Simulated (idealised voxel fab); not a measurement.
The document below concerns the process module designated voxel local oxidation.
Section cut is 220 nm wide and gridded with 5 nm square cells.
A cross-section in this document is a grid of square cells, and it is written down as bands, the top band listed before the ones below it; a band is made up of one or more rows of cells.
For a band, the entry starts with two heights in nm, that of the top and then that of the bottom, and carries on with the band's materials in order from left to right, each alongside its width in nm; the word "full width" beside a single material means it fills the band edge to edge, and "empty" means empty space.
The reference from which all heights are counted is 0, the level beneath which the as-received wafer is entirely one material; the lowest band, having no lower bound, proceeds downward and is written after the example "0 -> down".
Note: "30..40" means the width goes from the first number (top row of the band) to the second number (bottom row) in equal steps per row of cells.
A step reported as "same as before" is a step in which no cell of the cross-section changed.
Listed in "Sealed voids": every empty space of 8 or more cells without an open way to the top. Form: width x height at distance, the distance being from the left edge, all in nm.
Read whatever lies past the settings on a step's line as the simulator's own remark about the step.
"overlay nm" answers the question of how far to the right of plan the mask lay on a step that has a mask, and when it is negative the answer is to the left.

BELOW IS THE LIST OF PLANNED PROCESS STEPS
1) RECEIVE | material Si
2) CONFORMAL_DEP | material SiO2 | thk nm 5
3) CONFORMAL_DEP | material SiN | thk nm 10
4) MASKED_ETCH | tone cover | mask id ACTIVE | width nm 95 | etch materials SiN | depth nm 10 | overlay nm 0
5) SELECTIVE_ETCH | etch materials SiO2 | depth nm 5
6) OXIDIZE | depth nm 15
7) STRIP | etch materials SiN

FIRST OF TWO WAFERS, WITH THE RUN CARRIED OUT AS PLANNED

CROSS-SECTION OF THE WAFER AS IT CAME TO US, I.E., ALREADY THROUGH STEP 1
0 -> down = Si full width
Sealed voids: none

THE WAFER, SEEN IN CROSS-SECTION, AFTER STEP 2
5 -> 0 = SiO2 full width
Whatever lies below 0 is exactly as it was before.

THE WAFER, SEEN IN CROSS-SECTION, AFTER STEP 3
15 -> 5 = SiN full width
Whatever lies below 5 is exactly as it was before.

THE WAFER, SEEN IN CROSS-SECTION, AFTER STEP 4
15 -> 5 = 60 of empty, 95 of SiN, 65 of empty
Whatever lies below 5 is exactly as it was before.

THE WAFER, SEEN IN CROSS-SECTION, AFTER STEP 5
15 -> 5 = 60 of empty, 95 of SiN, 65 of empty
5 -> 0 = 65 of empty, 85 of SiO2, 70 of empty
Whatever lies below 0 is exactly as it was before.

THE WAFER, SEEN IN CROSS-SECTION, AFTER STEP 6
15 -> 5 = 60 of empty, 95 of SiN, 65 of empty
5 -> 0 = 65 of empty, 85 of SiO2, 70 of empty
0 -> -15 = 80 of SiO2, 55 of Si, 85 of SiO2
Whatever lies below -15 is exactly as it was before.

THE WAFER, SEEN IN CROSS-SECTION, AFTER STEP 7
5 -> 0 = 65 of empty, 85 of SiO2, 70 of empty
Whatever lies below 0 is exactly as it was before.

SECOND WAFER (IDENTICAL START AND PLAN, ONE PROCESSING ERROR; MATCHES FIRST WAFER THROUGH STEP 6)

CROSS-SECTION: SECOND WAFER, TIME AT WHICH STEP 7 WAS SCHEDULED TO END
5 -> 0 = 65 of empty, 85 of SiO2, 70 of empty
Whatever lies below 0 is exactly as it was before.
The mistake made against the process plan was this: heads up, step 7 of the plan got done twice
Given identical final cross-sections on the two wafers, the mistake has no effect on any quantity computed by this model.
